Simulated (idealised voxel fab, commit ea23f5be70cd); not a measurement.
The process module that follows is named voxel released beams.
Square cells of 5 nm make up the cross-section cut, whose width is 275 nm.
When this document writes out a cross-section, it uses a grid of square cells and lists it as bands, beginning at the top and moving down, with a band standing for one or more rows of cells.
Top height, bottom height, nm. Materials left to right, width each, nm. Single material + "full width" = fills band edge to edge. "empty" = empty.
Height reference: 0 = level under which incoming wafer is all one material. Lowest band: no bottom, runs on downward, e.g. "top 0, no bottom".
Per-row width for "30->40": begins at first number (top row of band), ends at second number (bottom row), increment between rows held constant.
It should be understood that the words "stayed the same", when stated for a given step, signify that the cross-section underwent no change in any of its cells during that step.
"Enclosed cavity list": sealed empty spaces, 8 cells or more, no open way to top, listed width x height at distance, with distance from the left edge and width, height and distance in nm.
Step line, after settings: the simulator's comment on this step.
overlay nm, on a step with a mask: how far to the right of its planned place the mask lay; to the left if negative

The planned process steps are enumerated hereunder
- 1: RECEIVE,material Si
- 2: CONFORMAL_DEP,material SiN,thk nm 5
- 3: DIRECTIONAL_DEP,material SiO2,thk nm 20
- 4: MASKED_ETCH,tone open,mask id ANCHOR,width nm 35,etch materials SiO2,depth nm 20,overlay nm 0
- 5: CONFORMAL_DEP,material TiN,thk nm 10
- 6: MASKED_ETCH,tone cover,mask id BEAM,width nm 75,etch materials TiN,depth nm 10,overlay nm 0
- 7: STRIP,etch materials SiO2
What sets these wafers apart? The width nm at step 6. They all start alike, and the plan carries the first wafer's value.

Here's the first of the wafers in cross-section, just as we got it, i.e. after step 1
* top 0, no bottom: Si full width
* Enclosed cavity list: none

The figure below presents a cross-section of the first of several wafers at the conclusion of the module, following its last step, step 7
* top 35, bottom 25: 95 empty  10 TiN  15 empty  50 TiN  105 empty
* top 25, bottom 15: 95 empty  10 TiN  15 empty  10 TiN  145 empty
* top 15, bottom 5: 95 empty  35 TiN  145 empty
* top 5, bottom 0: SiN full width
* top 0, no bottom: Si full width
* Enclosed cavity list: none

End of module, last wafer sectioned
* top 35, bottom 25: 85 empty  20 TiN  15 empty  65 TiN  90 empty
* top 25, bottom 15: 95 empty  10 TiN  15 empty  10 TiN  145 empty
* top 15, bottom 5: 95 empty  35 TiN  145 empty
* top 5, bottom 0: SiN full width
* top 0, no bottom: Si full width
* Enclosed cavity list: none

Below: a row per wafer. Contents at end of module: for every material, cells gained since receipt (+) or lost since receipt (-); then closed voids
width nm 75; +55 SiN; +46 TiN; Enclosed cavity list: none
width nm 80; +55 SiN; +48 TiN; Enclosed cavity list: none
width nm 85; +55 SiN; +50 TiN; Enclosed cavity list: none
width nm 90; +55 SiN; +52 TiN; Enclosed cavity list: none
width nm 95; +55 SiN; +54 TiN; Enclosed cavity list: none
width nm 100; +55 SiN; +56 TiN; Enclosed cavity list: none
